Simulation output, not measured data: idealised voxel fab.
This is a process module. Its name is voxel ribs on slabs.
This is section cut - it's 140 nm across, gridded in 5 nm square cells.
Reading order for cross-sections: top band down to bottom band. Underlying form: a grid of square cells. Band size: one or more rows of cells. For a band, the entry starts with two heights in nm, that of the top and then that of the bottom, and carries on with the band's materials in order from left to right, each alongside its width in nm; the word "edge to edge" beside a single material means it fills the band edge to edge, and "blank" means empty space. Heights are reckoned from 0. Under this level, the received wafer is all of one material. The bottommost band is open-ended downward, for example "0 nm and below". The width entry "30 to 40" should be interpreted row by row: the top row of cells in the band takes the first number, the bottom row takes the second number, and the change between adjacent rows is uniform throughout. What does "nothing different" mean for a step? It means no cell of the cross-section changed in that step. "Fully closed voids" contains a list of empty spaces, each no smaller than 8 cells and without an open way to the top, written in the form width x height at distance with the distance from the left edge and all three in nm. Heads up: the bit after the settings on a step's line is the simulator's remark on that step. When a step includes a mask, the "overlay nm" setting on its line states how far to the right of its planned place that mask lay, and negative values state how far to the left.
-- The planned process steps are enumerated hereunder
1,RECEIVE (material Si)
2,DIRECTIONAL_DEP (material SiO2; thk nm 30)
3,DIRECTIONAL_DEP (material polySi; thk nm 15)
4,MASKED_ETCH (tone cover; mask id RIB; width nm 30; etch materials polySi; depth nm 5; overlay nm 0)
5,PATTERN (tone cover; mask id SLAB; material resist; width nm 90; thk nm 15; overlay nm 0)
6,DIRECTIONAL_ETCH (etch materials polySi; depth nm 10)
7,STRIP (etch materials resist)
8,FILL_DEP (material SiO2; thk nm 30)
9,CMP (height nm 65)
10,DIRECTIONAL_DEP (material W; thk nm 10)
11,PATTERN (tone cover; mask id HEATER; material resist; width nm 40; thk nm 15; overlay nm 0)
12,DIRECTIONAL_ETCH (etch materials W; depth nm 10)
13,STRIP (etch materials resist)
14,CONFORMAL_DEP (material SiO2; thk nm 10)
-- As-received wafer cross-section (after step 1)
  0 nm and below: Si edge to edge
  Fully closed voids: none
-- Figure: cross-sectional view of the wafer upon completion of the module, processed from the initial state and according to the plan depicted above, with one error introduced during execution
  85 nm to 75 nm: blank: 40 / SiO2: 60 / blank: 40
  75 nm to 65 nm: SiO2: 50 / W: 40 / SiO2: 50
  65 nm to 45 nm: SiO2 edge to edge
  45 nm to 40 nm: SiO2: 55 / polySi: 30 / SiO2: 55
  40 nm to 30 nm: SiO2: 20 / polySi: 100 / SiO2: 20
  30 nm to 0 nm: SiO2 edge to edge
  0 nm and below: Si edge to edge
  Fully closed voids: none
The mistake made against the process plan was this: heads up, step 5 didn't go per plan, it actually ran as PATTERN (tone cover; mask id SLAB; material resist; width nm 100; thk nm 15; overlay nm 0)
